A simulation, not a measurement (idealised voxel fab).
Herein follows the process module entitled voxel transistor to metal.
FYI the section here is cut, 295 nm wide, cells are 5 nm squares.
If you're reading a cross-section in this doc, picture square cells in a grid; it comes to you as bands, top ones listed first down to the bottom, and a band can be one or more rows of cells. Band entry format. Leading values: height of top, height of bottom, nm. Remainder: materials in left-to-right order, each with its width in nm. Special words: "everywhere" on a single material, which then fills the band edge to edge; "blank", empty space. Zero point of the height axis is 0; under it, received wafer = one material. Lowest band: continues down indefinitely, "z 0 and below". Note: "30 to 40" means the width goes from the first number (top row of the band) to the second number (bottom row) in equal steps per row of cells. "same as before", as given for a step, is the statement that not any cell of the cross-section underwent a change during that step. Closed-off voids of 8+ cells (no open route to the top) go in "Closed void list", written width x height at distance from the left edge, in nm. The remark found on a step's line after its settings is issued by the simulator itself and pertains to that step. On any step carrying a mask, the "overlay nm" setting, if present on the step's line, tells how far right of its planned place the mask lay; negative values point to the left.

### The process steps that were planned are listed below
1) RECEIVE,material Si
2) CONFORMAL_DEP,material SiO2,thk nm 5
3) CONFORMAL_DEP,material SiN,thk nm 10
4) PATTERN,tone cover,mask id ACTIVE,material resist,width nm 115,pitch nm 145,thk nm 15,overlay nm 0
5) DIRECTIONAL_ETCH,etch materials SiN,depth nm 10
6) DIRECTIONAL_ETCH,etch materials SiO2,depth nm 5
7) DIRECTIONAL_ETCH,etch materials Si,depth nm 20
8) STRIP,etch materials resist
9) OXIDIZE,depth nm 5
10) FILL_DEP,material SiO2,thk nm 5
11) CMP,height nm 15
12) SELECTIVE_ETCH,etch materials SiO2,depth nm 10
13) STRIP,etch materials SiN
14) SELECTIVE_ETCH,etch materials SiO2,depth nm 5
15) OXIDIZE,depth nm 5
16) DIRECTIONAL_DEP,material polySi,thk nm 30
17) DIRECTIONAL_DEP,material SiCN,thk nm 10
18) DIRECTIONAL_DEP,material aC,thk nm 10
19) PATTERN,tone cover,mask id GATE,material resist,width nm 35,pitch nm 145,thk nm 25,overlay nm 0
20) DIRECTIONAL_ETCH,etch materials aC,depth nm 10
21) STRIP,etch materials resist
22) DIRECTIONAL_ETCH,etch materials SiCN,depth nm 20
23) DIRECTIONAL_ETCH,etch materials polySi,depth nm 40
24) STRIP,etch materials aC
25) CONFORMAL_DEP,material SiN,thk nm 10
26) DIRECTIONAL_ETCH,etch materials SiN,depth nm 10
27) DIRECTIONAL_ETCH,etch materials SiO2,depth nm 5
28) EPI,material pSi,thk nm 5
29) FILL_DEP,material SiO2,thk nm 10
30) CMP,height nm 30
31) STRIP,etch materials polySi
32) SELECTIVE_ETCH,etch materials SiO2,depth nm 5
33) CONFORMAL_DEP,material HfO2,thk nm 5
34) CONFORMAL_DEP,material TiN,thk nm 5
35) FILL_DEP,material W,thk nm 10
36) CMP,height nm 25
37) DIRECTIONAL_DEP,material SiO2,thk nm 10
38) MASKED_ETCH,tone open,mask id CONTACT,width nm 15,etch materials SiO2,depth nm 35,overlay nm 0
39) CONFORMAL_DEP,material TiN,thk nm 5
40) FILL_DEP,material Ru,thk nm 5
41) CMP,height nm 35
42) DIRECTIONAL_DEP,material TiN,thk nm 5
43) DIRECTIONAL_DEP,material Ru,thk nm 15
44) DIRECTIONAL_DEP,material aC,thk nm 15
45) PATTERN,tone cover,mask id METAL_1,material resist,width nm 15,thk nm 30,overlay nm 0
46) DIRECTIONAL_ETCH,etch materials aC,depth nm 15
47) STRIP,etch materials resist
48) DIRECTIONAL_ETCH,etch materials Ru,depth nm 15
49) DIRECTIONAL_ETCH,etch materials TiN,depth nm 5
50) STRIP,etch materials aC
51) CONFORMAL_DEP,material SiN,thk nm 5
52) FILL_DEP,material lowk,thk nm 5
53) CMP,height nm 55
54) CONFORMAL_DEP,material SiN,thk nm 5

### Account of the first of two wafers, which was processed as intended

### Cross-section of the wafer upon arrival, representing the state reached after step 1
	z 0 and below = Si everywhere
	Closed void list: none

### How the wafer stands in section after step 2
	z 5 to 0 = SiO2 everywhere
	below 0: unchanged

### How the wafer stands in section after step 3
	z 15 to 5 = SiN everywhere
	below 5: unchanged

### How the wafer stands in section after step 4
	z 30 to 15 = 15 of blank  115 of resist  30 of blank  115 of resist  20 of blank
	below 15: unchanged

### How the wafer stands in section after step 5
	z 30 to 15 = 15 of blank  115 of resist  30 of blank  115 of resist  20 of blank
	z 15 to 5 = 15 of blank  115 of SiN  30 of blank  115 of SiN  20 of blank
	below 5: unchanged

### How the wafer stands in section after step 6
	z 30 to 15 = 15 of blank  115 of resist  30 of blank  115 of resist  20 of blank
	z 15 to 5 = 15 of blank  115 of SiN  30 of blank  115 of SiN  20 of blank
	z 5 to 0 = 15 of blank  115 of SiO2  30 of blank  115 of SiO2  20 of blank
	below 0: unchanged

### How the wafer stands in section after step 7
	z 30 to 15 = 15 of blank  115 of resist  30 of blank  115 of resist  20 of blank
	z 15 to 5 = 15 of blank  115 of SiN  30 of blank  115 of SiN  20 of blank
	z 5 to 0 = 15 of blank  115 of SiO2  30 of blank  115 of SiO2  20 of blank
	z 0 to -20 = 15 of blank  115 of Si  30 of blank  115 of Si  20 of blank
	below -20: unchanged

### How the wafer stands in section after step 8
	z 15 to 5 = 15 of blank  115 of SiN  30 of blank  115 of SiN  20 of blank
	below 5: unchanged

### How the wafer stands in section after step 9
	z 15 to 5 = 15 of blank  115 of SiN  30 of blank  115 of SiN  20 of blank
	z 5 to 0 = 15 of blank  115 of SiO2  30 of blank  115 of SiO2  20 of blank
	z 0 to -20 = 15 of blank  5 of SiO2  105 of Si  5 of SiO2  30 of blank  5 of SiO2  105 of Si  5 of SiO2  20 of blank
	z -20 to -25 = 20 of SiO2  105 of Si  40 of SiO2  105 of Si  25 of SiO2
	below -25: unchanged

### How the wafer stands in section after step 10
	z 20 to 15 = SiO2 everywhere
	z 15 to 5 = 15 of SiO2  115 of SiN  30 of SiO2  115 of SiN  20 of SiO2
	z 5 to 0 = SiO2 everywhere
	z 0 to -25 = 20 of SiO2  105 of Si  40 of SiO2  105 of Si  25 of SiO2
	below -25: unchanged

### How the wafer stands in section after step 11
	z 15 to 5 = 15 of SiO2  115 of SiN  30 of SiO2  115 of SiN  20 of SiO2
	below 5: unchanged

### How the wafer stands in section after step 12
	z 15 to 5 = 15 of blank  115 of SiN  30 of blank  115 of SiN  20 of blank
	below 5: unchanged

### How the wafer stands in section after step 13
	z 5 to 0 = SiO2 everywhere
	below 0: unchanged

### How the wafer stands in section after step 14
	z 0 to -25 = 20 of SiO2  105 of Si  40 of SiO2  105 of Si  25 of SiO2
	below -25: unchanged

### How the wafer stands in section after step 15
	z 0 to -5 = SiO2 everywhere
	below -5: unchanged

### How the wafer stands in section after step 16
	z 30 to 0 = polySi everywhere
	below 0: unchanged

### How the wafer stands in section after step 17
	z 40 to 30 = SiCN everywhere
	below 30: unchanged

### How the wafer stands in section after step 18
	z 50 to 40 = aC everywhere
	below 40: unchanged

### How the wafer stands in section after step 19
	z 75 to 50 = 55 of blank  35 of resist  110 of blank  35 of resist  60 of blank
	below 50: unchanged

### How the wafer stands in section after step 20
	z 65 to 50 = 55 of blank  35 of resist  110 of blank  35 of resist  60 of blank
	z 50 to 40 = 55 of blank  35 of aC  110 of blank  35 of aC  60 of blank
	below 40: unchanged

### How the wafer stands in section after step 21
	z 50 to 40 = 55 of blank  35 of aC  110 of blank  35 of aC  60 of blank
	below 40: unchanged

### How the wafer stands in section after step 22
	z 50 to 40 = 55 of blank  35 of aC  110 of blank  35 of aC  60 of blank
	z 40 to 30 = 55 of blank  35 of SiCN  110 of blank  35 of SiCN  60 of blank
	below 30: unchanged

### How the wafer stands in section after step 23
	z 50 to 40 = 55 of blank  35 of aC  110 of blank  35 of aC  60 of blank
	z 40 to 30 = 55 of blank  35 of SiCN  110 of blank  35 of SiCN  60 of blank
	z 30 to 0 = 55 of blank  35 of polySi  110 of blank  35 of polySi  60 of blank
	below 0: unchanged

### How the wafer stands in section after step 24
	z 40 to 30 = 55 of blank  35 of SiCN  110 of blank  35 of SiCN  60 of blank
	below 30: unchanged

### How the wafer stands in section after step 25
	z 50 to 40 = 45 of blank  55 of SiN  90 of blank  55 of SiN  50 of blank
	z 40 to 30 = 45 of blank  10 of SiN  35 of SiCN  10 of SiN  90 of blank  10 of SiN  35 of SiCN  10 of SiN  50 of blank
	z 30 to 10 = 45 of blank  10 of SiN  35 of polySi  10 of SiN  90 of blank  10 of SiN  35 of polySi  10 of SiN  50 of blank
	z 10 to 0 = 55 of SiN  35 of polySi  110 of SiN  35 of polySi  60 of SiN
	below 0: unchanged

### How the wafer stands in section after step 26
	z 40 to 30 = 45 of blank  10 of SiN  35 of SiCN  10 of SiN  90 of blank  10 of SiN  35 of SiCN  10 of SiN  50 of blank
	z 30 to 0 = 45 of blank  10 of SiN  35 of polySi  10 of SiN  90 of blank  10 of SiN  35 of polySi  10 of SiN  50 of blank
	below 0: unchanged

### How the wafer stands in section after step 27
	z 40 to 30 = 45 of blank  10 of SiN  35 of SiCN  10 of SiN  90 of blank  10 of SiN  35 of SiCN  10 of SiN  50 of blank
	z 30 to 0 = 45 of blank  10 of SiN  35 of polySi  10 of SiN  90 of blank  10 of SiN  35 of polySi  10 of SiN  50 of blank
	z 0 to -5 = 45 of blank  55 of SiO2  90 of blank  55 of SiO2  50 of blank
	below -5: unchanged

### How the wafer stands in section after step 28
	z 40 to 30 = 45 of blank  10 of SiN  35 of SiCN  10 of SiN  90 of blank  10 of SiN  35 of SiCN  10 of SiN  50 of blank
	z 30 to 0 = 45 of blank  10 of SiN  35 of polySi  10 of SiN  90 of blank  10 of SiN  35 of polySi  10 of SiN  50 of blank
	z 0 to -5 = 15 of blank  30 of pSi  55 of SiO2  30 of pSi  30 of blank  30 of pSi  55 of SiO2  30 of pSi  20 of blank
	below -5: unchanged

### How the wafer stands in section after step 29
	z 50 to 40 = SiO2 everywhere
	z 40 to 30 = 45 of SiO2  10 of SiN  35 of SiCN  10 of SiN  90 of SiO2  10 of SiN  35 of SiCN  10 of SiN  50 of SiO2
	z 30 to 0 = 45 of SiO2  10 of SiN  35 of polySi  10 of SiN  90 of SiO2  10 of SiN  35 of polySi  10 of SiN  50 of SiO2
	z 0 to -5 = 15 of SiO2  30 of pSi  55 of SiO2  30 of pSi  30 of SiO2  30 of pSi  55 of SiO2  30 of pSi  20 of SiO2
	below -5: unchanged

### How the wafer stands in section after step 30
	z 30 to 0 = 45 of SiO2  10 of SiN  35 of polySi  10 of SiN  90 of SiO2  10 of SiN  35 of polySi  10 of SiN  50 of SiO2
	below 0: unchanged

### How the wafer stands in section after step 31
	z 30 to 0 = 45 of SiO2  10 of SiN  35 of blank  10 of SiN  90 of SiO2  10 of SiN  35 of blank  10 of SiN  50 of SiO2
	below 0: unchanged

### How the wafer stands in section after step 32
	z 30 to 25 = 45 of blank  10 of SiN  35 of blank  10 of SiN  90 of blank  10 of SiN  35 of blank  10 of SiN  50 of blank
	z 25 to 0 = 45 of SiO2  10 of SiN  35 of blank  10 of SiN  90 of SiO2  10 of SiN  35 of blank  10 of SiN  50 of SiO2
	z 0 to -5 = 15 of SiO2  30 of pSi  5 of SiO2  45 of blank  5 of SiO2  30 of pSi  30 of SiO2  30 of pSi  5 of SiO2  45 of blank  5 of SiO2  30 of pSi  20 of SiO2
	below -5: unchanged

### How the wafer stands in section after step 33
	z 35 to 30 = 40 of blank  20 of HfO2  25 of blank  20 of HfO2  80 of blank  20 of HfO2  25 of blank  20 of HfO2  45 of blank
	z 30 to 25 = 45 of HfO2  10 of SiN  5 of HfO2  25 of blank  5 of HfO2  10 of SiN  90 of HfO2  10 of SiN  5 of HfO2  25 of blank  5 of HfO2  10 of SiN  50 of HfO2
	z 25 to 0 = 45 of SiO2  10 of SiN  5 of HfO2  25 of blank  5 of HfO2  10 of SiN  90 of SiO2  10 of SiN  5 of HfO2  25 of blank  5 of HfO2  10 of SiN  50 of SiO2
	z 0 to -5 = 15 of SiO2  30 of pSi  5 of SiO2  45 of HfO2  5 of SiO2  30 of pSi  30 of SiO2  30 of pSi  5 of SiO2  45 of HfO2  5 of SiO2  30 of pSi  20 of SiO2
	below -5: unchanged

### How the wafer stands in section after step 34
	z 40 to 35 = 35 of blank  30 of TiN  15 of blank  30 of TiN  70 of blank  30 of TiN  15 of blank  30 of TiN  40 of blank
	z 35 to 30 = 40 of TiN  20 of HfO2  5 of TiN  15 of blank  5 of TiN  20 of HfO2  80 of TiN  20 of HfO2  5 of TiN  15 of blank  5 of TiN  20 of HfO2  45 of TiN
	z 30 to 25 = 45 of HfO2  10 of SiN  5 of HfO2  5 of TiN  15 of blank  5 of TiN  5 of HfO2  10 of SiN  90 of HfO2  10 of SiN  5 of HfO2  5 of TiN  15 of blank  5 of TiN  5 of HfO2  10 of SiN  50 of HfO2
	z 25 to 5 = 45 of SiO2  10 of SiN  5 of HfO2  5 of TiN  15 of blank  5 of TiN  5 of HfO2  10 of SiN  90 of SiO2  10 of SiN  5 of HfO2  5 of TiN  15 of blank  5 of TiN  5 of HfO2  10 of SiN  50 of SiO2
	z 5 to 0 = 45 of SiO2  10 of SiN  5 of HfO2  25 of TiN  5 of HfO2  10 of SiN  90 of SiO2  10 of SiN  5 of HfO2  25 of TiN  5 of HfO2  10 of SiN  50 of SiO2
	below 0: unchanged

### How the wafer stands in section after step 35
	z 50 to 40 = W everywhere
	z 40 to 35 = 35 of W  30 of TiN  15 of W  30 of TiN  70 of W  30 of TiN  15 of W  30 of TiN  40 of W
	z 35 to 30 = 40 of TiN  20 of HfO2  5 of TiN  15 of W  5 of TiN  20 of HfO2  80 of TiN  20 of HfO2  5 of TiN  15 of W  5 of TiN  20 of HfO2  45 of TiN
	z 30 to 25 = 45 of HfO2  10 of SiN  5 of HfO2  5 of TiN  15 of W  5 of TiN  5 of HfO2  10 of SiN  90 of HfO2  10 of SiN  5 of HfO2  5 of TiN  15 of W  5 of TiN  5 of HfO2  10 of SiN  50 of HfO2
	z 25 to 5 = 45 of SiO2  10 of SiN  5 of HfO2  5 of TiN  15 of W  5 of TiN  5 of HfO2  10 of SiN  90 of SiO2  10 of SiN  5 of HfO2  5 of TiN  15 of W  5 of TiN  5 of HfO2  10 of SiN  50 of SiO2
	below 5: unchanged

### How the wafer stands in section after step 36
	z 25 to 5 = 45 of SiO2  10 of SiN  5 of HfO2  5 of TiN  15 of W  5 of TiN  5 of HfO2  10 of SiN  90 of SiO2  10 of SiN  5 of HfO2  5 of TiN  15 of W  5 of TiN  5 of HfO2  10 of SiN  50 of SiO2
	below 5: unchanged

### How the wafer stands in section after step 37
	z 35 to 25 = SiO2 everywhere
	below 25: unchanged

### How the wafer stands in section after step 38
	z 35 to 25 = 25 of SiO2  15 of blank  65 of SiO2  15 of blank  50 of SiO2  15 of blank  65 of SiO2  15 of blank  30 of SiO2
	z 25 to 5 = 25 of SiO2  15 of blank  5 of SiO2  10 of SiN  5 of HfO2  5 of TiN  15 of W  5 of TiN  5 of HfO2  10 of SiN  5 of SiO2  15 of blank  50 of SiO2  15 of blank  5 of SiO2  10 of SiN  5 of HfO2  5 of TiN  15 of W  5 of TiN  5 of HfO2  10 of SiN  5 of SiO2  15 of blank  30 of SiO2
	z 5 to 0 = 25 of SiO2  15 of blank  5 of SiO2  10 of SiN  5 of HfO2  25 of TiN  5 of HfO2  10 of SiN  5 of SiO2  15 of blank  50 of SiO2  15 of blank  5 of SiO2  10 of SiN  5 of HfO2  25 of TiN  5 of HfO2  10 of SiN  5 of SiO2  15 of blank  30 of SiO2
	below 0: unchanged

### How the wafer stands in section after step 39
	z 40 to 35 = 30 of TiN  5 of blank  75 of TiN  5 of blank  60 of TiN  5 of blank  75 of TiN  5 of blank  35 of TiN
	z 35 to 25 = 25 of SiO2  5 of TiN  5 of blank  5 of TiN  65 of SiO2  5 of TiN  5 of blank  5 of TiN  50 of SiO2  5 of TiN  5 of blank  5 of TiN  65 of SiO2  5 of TiN  5 of blank  5 of TiN  30 of SiO2
	z 25 to 5 = 25 of SiO2  5 of TiN  5 of blank  5 of TiN  5 of SiO2  10 of SiN  5 of HfO2  5 of TiN  15 of W  5 of TiN  5 of HfO2  10 of SiN  5 of SiO2  5 of TiN  5 of blank  5 of TiN  50 of SiO2  5 of TiN  5 of blank  5 of TiN  5 of SiO2  10 of SiN  5 of HfO2  5 of TiN  15 of W  5 of TiN  5 of HfO2  10 of SiN  5 of SiO2  5 of TiN  5 of blank  5 of TiN  30 of SiO2
	z 5 to 0 = 25 of SiO2  15 of TiN  5 of SiO2  10 of SiN  5 of HfO2  25 of TiN  5 of HfO2  10 of SiN  5 of SiO2  15 of TiN  50 of SiO2  15 of TiN  5 of SiO2  10 of SiN  5 of HfO2  25 of TiN  5 of HfO2  10 of SiN  5 of SiO2  15 of TiN  30 of SiO2
	below 0: unchanged

### How the wafer stands in section after step 40
	z 45 to 40 = Ru everywhere
	z 40 to 35 = 30 of TiN  5 of Ru  75 of TiN  5 of Ru  60 of TiN  5 of Ru  75 of TiN  5 of Ru  35 of TiN
	z 35 to 25 = 25 of SiO2  5 of TiN  5 of Ru  5 of TiN  65 of SiO2  5 of TiN  5 of Ru  5 of TiN  50 of SiO2  5 of TiN  5 of Ru  5 of TiN  65 of SiO2  5 of TiN  5 of Ru  5 of TiN  30 of SiO2
	z 25 to 5 = 25 of SiO2  5 of TiN  5 of Ru  5 of TiN  5 of SiO2  10 of SiN  5 of HfO2  5 of TiN  15 of W  5 of TiN  5 of HfO2  10 of SiN  5 of SiO2  5 of TiN  5 of Ru  5 of TiN  50 of SiO2  5 of TiN  5 of Ru  5 of TiN  5 of SiO2  10 of SiN  5 of HfO2  5 of TiN  15 of W  5 of TiN  5 of HfO2  10 of SiN  5 of SiO2  5 of TiN  5 of Ru  5 of TiN  30 of SiO2
	below 5: unchanged

### How the wafer stands in section after step 41
	z 35 to 25 = 25 of SiO2  5 of TiN  5 of Ru  5 of TiN  65 of SiO2  5 of TiN  5 of Ru  5 of TiN  50 of SiO2  5 of TiN  5 of Ru  5 of TiN  65 of SiO2  5 of TiN  5 of Ru  5 of TiN  30 of SiO2
	below 25: unchanged

### How the wafer stands in section after step 42
	z 40 to 35 = TiN everywhere
	below 35: unchanged

### How the wafer stands in section after step 43
	z 55 to 40 = Ru everywhere
	below 40: unchanged

### How the wafer stands in section after step 44
	z 70 to 55 = aC everywhere
	below 55: unchanged

### How the wafer stands in section after step 45
	z 100 to 70 = 25 of blank  15 of resist  65 of blank  15 of resist  50 of blank  15 of resist  65 of blank  15 of resist  30 of blank
	below 70: unchanged

### How the wafer stands in section after step 46
	z 85 to 70 = 25 of blank  15 of resist  65 of blank  15 of resist  50 of blank  15 of resist  65 of blank  15 of resist  30 of blank
	z 70 to 55 = 25 of blank  15 of aC  65 of blank  15 of aC  50 of blank  15 of aC  65 of blank  15 of aC  30 of blank
	below 55: unchanged

### How the wafer stands in section after step 47
	z 70 to 55 = 25 of blank  15 of aC  65 of blank  15 of aC  50 of blank  15 of aC  65 of blank  15 of aC  30 of blank
	below 55: unchanged

### How the wafer stands in section after step 48
	z 70 to 55 = 25 of blank  15 of aC  65 of blank  15 of aC  50 of blank  15 of aC  65 of blank  15 of aC  30 of blank
	z 55 to 40 = 25 of blank  15 of Ru  65 of blank  15 of Ru  50 of blank  15 of Ru  65 of blank  15 of Ru  30 of blank
	below 40: unchanged

### How the wafer stands in section after step 49
	z 70 to 55 = 25 of blank  15 of aC  65 of blank  15 of aC  50 of blank  15 of aC  65 of blank  15 of aC  30 of blank
	z 55 to 40 = 25 of blank  15 of Ru  65 of blank  15 of Ru  50 of blank  15 of Ru  65 of blank  15 of Ru  30 of blank
	z 40 to 35 = 25 of blank  15 of TiN  65 of blank  15 of TiN  50 of blank  15 of TiN  65 of blank  15 of TiN  30 of blank
	below 35: unchanged

### How the wafer stands in section after step 50
	z 55 to 40 = 25 of blank  15 of Ru  65 of blank  15 of Ru  50 of blank  15 of Ru  65 of blank  15 of Ru  30 of blank
	below 40: unchanged

### How the wafer stands in section after step 51
	z 60 to 55 = 20 of blank  25 of SiN  55 of blank  25 of SiN  40 of blank  25 of SiN  55 of blank  25 of SiN  25 of blank
	z 55 to 40 = 20 of blank  5 of SiN  15 of Ru  5 of SiN  55 of blank  5 of SiN  15 of Ru  5 of SiN  40 of blank  5 of SiN  15 of Ru  5 of SiN  55 of blank  5 of SiN  15 of Ru  5 of SiN  25 of blank
	z 40 to 35 = 25 of SiN  15 of TiN  65 of SiN  15 of TiN  50 of SiN  15 of TiN  65 of SiN  15 of TiN  30 of SiN
	below 35: unchanged

### How the wafer stands in section after step 52
	z 65 to 60 = lowk everywhere
	z 60 to 55 = 20 of lowk  25 of SiN  55 of lowk  25 of SiN  40 of lowk  25 of SiN  55 of lowk  25 of SiN  25 of lowk
	z 55 to 40 = 20 of lowk  5 of SiN  15 of Ru  5 of SiN  55 of lowk  5 of SiN  15 of Ru  5 of SiN  40 of lowk  5 of SiN  15 of Ru  5 of SiN  55 of lowk  5 of SiN  15 of Ru  5 of SiN  25 of lowk
	below 40: unchanged

### How the wafer stands in section after step 53
	z 55 to 40 = 20 of lowk  5 of SiN  15 of Ru  5 of SiN  55 of lowk  5 of SiN  15 of Ru  5 of SiN  40 of lowk  5 of SiN  15 of Ru  5 of SiN  55 of lowk  5 of SiN  15 of Ru  5 of SiN  25 of lowk
	below 40: unchanged

### How the wafer stands in section after step 54
	z 60 to 55 = SiN everywhere
	below 55: unchanged

### The Second Wafer: Common Origin and Plan, One Mistake in Execution, Identical to the First Through Step 36

### Cross-sectional representation of the second wafer at the time designated in the plan for the completion of step 37
	z 35 to 25 = SiN everywhere
	below 25: unchanged

Cross-sectional representation of the second wafer at the time designated in the plan for the completion of step 38: same as before

### Cross-sectional representation of the second wafer at the time designated in the plan for the completion of step 39
	z 40 to 35 = TiN everywhere
	below 35: unchanged

### Cross-sectional representation of the second wafer at the time designated in the plan for the completion of step 40
	z 45 to 40 = Ru everywhere
	below 40: unchanged

### Cross-sectional representation of the second wafer at the time designated in the plan for the completion of step 41
	z 35 to 25 = SiN everywhere
	below 25: unchanged

### Cross-sectional representation of the second wafer at the time designated in the plan for the completion of step 42
	z 40 to 35 = TiN everywhere
	below 35: unchanged

### Cross-sectional representation of the second wafer at the time designated in the plan for the completion of step 43
	z 55 to 40 = Ru everywhere
	below 40: unchanged

### Cross-sectional representation of the second wafer at the time designated in the plan for the completion of step 44
	z 70 to 55 = aC everywhere
	below 55: unchanged

### Cross-sectional representation of the second wafer at the time designated in the plan for the completion of step 45
	z 100 to 70 = 25 of blank  15 of resist  65 of blank  15 of resist  50 of blank  15 of resist  65 of blank  15 of resist  30 of blank
	below 70: unchanged

### Cross-sectional representation of the second wafer at the time designated in the plan for the completion of step 46
	z 85 to 70 = 25 of blank  15 of resist  65 of blank  15 of resist  50 of blank  15 of resist  65 of blank  15 of resist  30 of blank
	z 70 to 55 = 25 of blank  15 of aC  65 of blank  15 of aC  50 of blank  15 of aC  65 of blank  15 of aC  30 of blank
	below 55: unchanged

### Cross-sectional representation of the second wafer at the time designated in the plan for the completion of step 47
	z 70 to 55 = 25 of blank  15 of aC  65 of blank  15 of aC  50 of blank  15 of aC  65 of blank  15 of aC  30 of blank
	below 55: unchanged

### Cross-sectional representation of the second wafer at the time designated in the plan for the completion of step 48
	z 70 to 55 = 25 of blank  15 of aC  65 of blank  15 of aC  50 of blank  15 of aC  65 of blank  15 of aC  30 of blank
	z 55 to 40 = 25 of blank  15 of Ru  65 of blank  15 of Ru  50 of blank  15 of Ru  65 of blank  15 of Ru  30 of blank
	below 40: unchanged

### Cross-sectional representation of the second wafer at the time designated in the plan for the completion of step 49
	z 70 to 55 = 25 of blank  15 of aC  65 of blank  15 of aC  50 of blank  15 of aC  65 of blank  15 of aC  30 of blank
	z 55 to 40 = 25 of blank  15 of Ru  65 of blank  15 of Ru  50 of blank  15 of Ru  65 of blank  15 of Ru  30 of blank
	z 40 to 35 = 25 of blank  15 of TiN  65 of blank  15 of TiN  50 of blank  15 of TiN  65 of blank  15 of TiN  30 of blank
	below 35: unchanged

### Cross-sectional representation of the second wafer at the time designated in the plan for the completion of step 50
	z 55 to 40 = 25 of blank  15 of Ru  65 of blank  15 of Ru  50 of blank  15 of Ru  65 of blank  15 of Ru  30 of blank
	below 40: unchanged

### Cross-sectional representation of the second wafer at the time designated in the plan for the completion of step 51
	z 60 to 55 = 20 of blank  25 of SiN  55 of blank  25 of SiN  40 of blank  25 of SiN  55 of blank  25 of SiN  25 of blank
	z 55 to 40 = 20 of blank  5 of SiN  15 of Ru  5 of SiN  55 of blank  5 of SiN  15 of Ru  5 of SiN  40 of blank  5 of SiN  15 of Ru  5 of SiN  55 of blank  5 of SiN  15 of Ru  5 of SiN  25 of blank
	z 40 to 35 = 25 of SiN  15 of TiN  65 of SiN  15 of TiN  50 of SiN  15 of TiN  65 of SiN  15 of TiN  30 of SiN
	below 35: unchanged

### Cross-sectional representation of the second wafer at the time designated in the plan for the completion of step 52
	z 65 to 60 = lowk everywhere
	z 60 to 55 = 20 of lowk  25 of SiN  55 of lowk  25 of SiN  40 of lowk  25 of SiN  55 of lowk  25 of SiN  25 of lowk
	z 55 to 40 = 20 of lowk  5 of SiN  15 of Ru  5 of SiN  55 of lowk  5 of SiN  15 of Ru  5 of SiN  40 of lowk  5 of SiN  15 of Ru  5 of SiN  55 of lowk  5 of SiN  15 of Ru  5 of SiN  25 of lowk
	below 40: unchanged

### Cross-sectional representation of the second wafer at the time designated in the plan for the completion of step 53
	z 55 to 40 = 20 of lowk  5 of SiN  15 of Ru  5 of SiN  55 of lowk  5 of SiN  15 of Ru  5 of SiN  40 of lowk  5 of SiN  15 of Ru  5 of SiN  55 of lowk  5 of SiN  15 of Ru  5 of SiN  25 of lowk
	below 40: unchanged

### Cross-sectional representation of the second wafer at the time designated in the plan for the completion of step 54
	z 60 to 55 = SiN everywhere
	below 55: unchanged
Which mistake was made when the wafer was run? step 37 was processed under conditions differing from the plan, specifically as DIRECTIONAL_DEP,material SiN,thk nm 10
at the end the second wafer has, in cells: Ru: 24 fewer; SiN: 118 more; SiO2: 34 fewer; TiN: 60 fewer
